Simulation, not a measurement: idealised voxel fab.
The following process module bears the name voxel trench capacitor.
FYI the section here is cut, 295 nm wide, cells are 5 nm squares.
Notation: cross-section as square-cell grid; stated in bands, top first, going down; one or more cell rows per band.
Heights first: top, then bottom, in nm. Then materials, left to right, each with a width in nm. "all across" on a single material: fills the band edge to edge. "empty": empty space.
A quick word on heights: they are counted from 0, and under that level the wafer as it came to us is one material throughout. The lowest band is different from the rest in having no bottom; it simply continues downward, written as in "z 0 and below".
Read "30 to 40" as a graded width: first number on top, second number at the bottom, same change between each pair of neighbouring rows.
Step marked "nothing altered"? Then no cell in the cross-section changed in it.
Each empty space that has no open way to the top and spans at least 8 cells appears under "Sealed-off cavities" as width x height at distance, the distance counted from the left edge, all in nm.
Read whatever lies past the settings on a step's line as the simulator's own remark about the step.
Regarding "overlay nm": on a step with a mask, it is the distance the mask lay to the right of its planned place; a negative value places it to the left.
**The process steps that were planned are listed below**
- 1: RECEIVE | material Si
- 2: CONFORMAL_DEP | material SiN | thk nm 10
- 3: DIRECTIONAL_DEP | material aC | thk nm 10
- 4: PATTERN | tone open | mask id TRENCH | material resist | width nm 25 | pitch nm 45 | thk nm 30 | overlay nm 0
- 5: DIRECTIONAL_ETCH | etch materials aC | depth nm 10
- 6: STRIP | etch materials resist
- 7: DIRECTIONAL_ETCH | etch materials SiN | depth nm 10
- 8: DIRECTIONAL_ETCH | etch materials Si | depth nm 30
- 9: STRIP | etch materials aC
- 10: CONFORMAL_DEP | material Al2O3 | thk nm 5
- 11: FILL_DEP | material polySi | thk nm 5
- 12: CMP | height nm 10
**So, the first of our two wafers, run just as we planned it**
**Cross-section: wafer on arrival = after step 1**
    z 0 and below | Si all across
    Sealed-off cavities: none
**You're looking at a cross-section of the wafer after step 2**
    z 10 to 0 | SiN all across
    Everything below 0 is unchanged.
**You're looking at a cross-section of the wafer after step 3**
    z 20 to 10 | aC all across
    Everything below 10 is unchanged.
**You're looking at a cross-section of the wafer after step 4**
    z 50 to 20 | 65 of resist | 25 of empty | 20 of resist | 25 of empty | 20 of resist | 25 of empty | 20 of resist | 25 of empty | 70 of resist
    Everything below 20 is unchanged.
**You're looking at a cross-section of the wafer after step 5**
    z 40 to 20 | 65 of resist | 25 of empty | 20 of resist | 25 of empty | 20 of resist | 25 of empty | 20 of resist | 25 of empty | 70 of resist
    z 20 to 10 | 65 of aC | 25 of empty | 20 of aC | 25 of empty | 20 of aC | 25 of empty | 20 of aC | 25 of empty | 70 of aC
    Everything below 10 is unchanged.
**You're looking at a cross-section of the wafer after step 6**
    z 20 to 10 | 65 of aC | 25 of empty | 20 of aC | 25 of empty | 20 of aC | 25 of empty | 20 of aC | 25 of empty | 70 of aC
    Everything below 10 is unchanged.
**You're looking at a cross-section of the wafer after step 7**
    z 20 to 10 | 65 of aC | 25 of empty | 20 of aC | 25 of empty | 20 of aC | 25 of empty | 20 of aC | 25 of empty | 70 of aC
    z 10 to 0 | 65 of SiN | 25 of empty | 20 of SiN | 25 of empty | 20 of SiN | 25 of empty | 20 of SiN | 25 of empty | 70 of SiN
    Everything below 0 is unchanged.
**You're looking at a cross-section of the wafer after step 8**
    z 20 to 10 | 65 of aC | 25 of empty | 20 of aC | 25 of empty | 20 of aC | 25 of empty | 20 of aC | 25 of empty | 70 of aC
    z 10 to 0 | 65 of SiN | 25 of empty | 20 of SiN | 25 of empty | 20 of SiN | 25 of empty | 20 of SiN | 25 of empty | 70 of SiN
    z 0 to -30 | 65 of Si | 25 of empty | 20 of Si | 25 of empty | 20 of Si | 25 of empty | 20 of Si | 25 of empty | 70 of Si
    Everything below -30 is unchanged.
**You're looking at a cross-section of the wafer after step 9**
    z 10 to 0 | 65 of SiN | 25 of empty | 20 of SiN | 25 of empty | 20 of SiN | 25 of empty | 20 of SiN | 25 of empty | 70 of SiN
    Everything below 0 is unchanged.
**You're looking at a cross-section of the wafer after step 10**
    z 15 to 10 | 70 of Al2O3 | 15 of empty | 30 of Al2O3 | 15 of empty | 30 of Al2O3 | 15 of empty | 30 of Al2O3 | 15 of empty | 75 of Al2O3
    z 10 to 0 | 65 of SiN | 5 of Al2O3 | 15 of empty | 5 of Al2O3 | 20 of SiN | 5 of Al2O3 | 15 of empty | 5 of Al2O3 | 20 of SiN | 5 of Al2O3 | 15 of empty | 5 of Al2O3 | 20 of SiN | 5 of Al2O3 | 15 of empty | 5 of Al2O3 | 70 of SiN
    z 0 to -25 | 65 of Si | 5 of Al2O3 | 15 of empty | 5 of Al2O3 | 20 of Si | 5 of Al2O3 | 15 of empty | 5 of Al2O3 | 20 of Si | 5 of Al2O3 | 15 of empty | 5 of Al2O3 | 20 of Si | 5 of Al2O3 | 15 of empty | 5 of Al2O3 | 70 of Si
    z -25 to -30 | 65 of Si | 25 of Al2O3 | 20 of Si | 25 of Al2O3 | 20 of Si | 25 of Al2O3 | 20 of Si | 25 of Al2O3 | 70 of Si
    Everything below -30 is unchanged.
**You're looking at a cross-section of the wafer after step 11**
    z 20 to 15 | polySi all across
    z 15 to 10 | 70 of Al2O3 | 15 of polySi | 30 of Al2O3 | 15 of polySi | 30 of Al2O3 | 15 of polySi | 30 of Al2O3 | 15 of polySi | 75 of Al2O3
    z 10 to 0 | 65 of SiN | 5 of Al2O3 | 15 of polySi | 5 of Al2O3 | 20 of SiN | 5 of Al2O3 | 15 of polySi | 5 of Al2O3 | 20 of SiN | 5 of Al2O3 | 15 of polySi | 5 of Al2O3 | 20 of SiN | 5 of Al2O3 | 15 of polySi | 5 of Al2O3 | 70 of SiN
    z 0 to -25 | 65 of Si | 5 of Al2O3 | 15 of polySi | 5 of Al2O3 | 20 of Si | 5 of Al2O3 | 15 of polySi | 5 of Al2O3 | 20 of Si | 5 of Al2O3 | 15 of polySi | 5 of Al2O3 | 20 of Si | 5 of Al2O3 | 15 of polySi | 5 of Al2O3 | 70 of Si
    Everything below -25 is unchanged.
**You're looking at a cross-section of the wafer after step 12**
    z 10 to 0 | 65 of SiN | 5 of Al2O3 | 15 of polySi | 5 of Al2O3 | 20 of SiN | 5 of Al2O3 | 15 of polySi | 5 of Al2O3 | 20 of SiN | 5 of Al2O3 | 15 of polySi | 5 of Al2O3 | 20 of SiN | 5 of Al2O3 | 15 of polySi | 5 of Al2O3 | 70 of SiN
    Everything below 0 is unchanged.
**For the second wafer, take the first wafer's start and plan, then add one mistake made in running it; everything through step 7, that step included, is shared with the first**
**Second wafer, cut view, end of step 8 per plan**
    z 20 to 10 | 65 of aC | 25 of empty | 20 of aC | 25 of empty | 20 of aC | 25 of empty | 20 of aC | 25 of empty | 70 of aC
    z 10 to 0 | 65 of SiN | 25 of empty | 20 of SiN | 25 of empty | 20 of SiN | 25 of empty | 20 of SiN | 25 of empty | 70 of SiN
    z 0 to -60 | 65 of Si | 25 of empty | 20 of Si | 25 of empty | 20 of Si | 25 of empty | 20 of Si | 25 of empty | 70 of Si
    Everything below -60 is unchanged.
**Second wafer, cut view, end of step 9 per plan**
    z 10 to 0 | 65 of SiN | 25 of empty | 20 of SiN | 25 of empty | 20 of SiN | 25 of empty | 20 of SiN | 25 of empty | 70 of SiN
    Everything below 0 is unchanged.
**Second wafer, cut view, end of step 10 per plan**
    z 15 to 10 | 70 of Al2O3 | 15 of empty | 30 of Al2O3 | 15 of empty | 30 of Al2O3 | 15 of empty | 30 of Al2O3 | 15 of empty | 75 of Al2O3
    z 10 to 0 | 65 of SiN | 5 of Al2O3 | 15 of empty | 5 of Al2O3 | 20 of SiN | 5 of Al2O3 | 15 of empty | 5 of Al2O3 | 20 of SiN | 5 of Al2O3 | 15 of empty | 5 of Al2O3 | 20 of SiN | 5 of Al2O3 | 15 of empty | 5 of Al2O3 | 70 of SiN
    z 0 to -55 | 65 of Si | 5 of Al2O3 | 15 of empty | 5 of Al2O3 | 20 of Si | 5 of Al2O3 | 15 of empty | 5 of Al2O3 | 20 of Si | 5 of Al2O3 | 15 of empty | 5 of Al2O3 | 20 of Si | 5 of Al2O3 | 15 of empty | 5 of Al2O3 | 70 of Si
    z -55 to -60 | 65 of Si | 25 of Al2O3 | 20 of Si | 25 of Al2O3 | 20 of Si | 25 of Al2O3 | 20 of Si | 25 of Al2O3 | 70 of Si
    Everything below -60 is unchanged.
**Second wafer, cut view, end of step 11 per plan**
    z 20 to 15 | polySi all across
    z 15 to 10 | 70 of Al2O3 | 15 of polySi | 30 of Al2O3 | 15 of polySi | 30 of Al2O3 | 15 of polySi | 30 of Al2O3 | 15 of polySi | 75 of Al2O3
    z 10 to 0 | 65 of SiN | 5 of Al2O3 | 15 of polySi | 5 of Al2O3 | 20 of SiN | 5 of Al2O3 | 15 of polySi | 5 of Al2O3 | 20 of SiN | 5 of Al2O3 | 15 of polySi | 5 of Al2O3 | 20 of SiN | 5 of Al2O3 | 15 of polySi | 5 of Al2O3 | 70 of SiN
    z 0 to -55 | 65 of Si | 5 of Al2O3 | 15 of polySi | 5 of Al2O3 | 20 of Si | 5 of Al2O3 | 15 of polySi | 5 of Al2O3 | 20 of Si | 5 of Al2O3 | 15 of polySi | 5 of Al2O3 | 20 of Si | 5 of Al2O3 | 15 of polySi | 5 of Al2O3 | 70 of Si
    Everything below -55 is unchanged.
**Second wafer, cut view, end of step 12 per plan**
    z 10 to 0 | 65 of SiN | 5 of Al2O3 | 15 of polySi | 5 of Al2O3 | 20 of SiN | 5 of Al2O3 | 15 of polySi | 5 of Al2O3 | 20 of SiN | 5 of Al2O3 | 15 of polySi | 5 of Al2O3 | 20 of SiN | 5 of Al2O3 | 15 of polySi | 5 of Al2O3 | 70 of SiN
    Everything below 0 is unchanged.
What broke from the plan during processing? step 8 in the plan was executed twice
The final cell counts differ between the wafers, with the second having more or fewer of some materials than the first: Al2O3 +48; Si -120; polySi +72
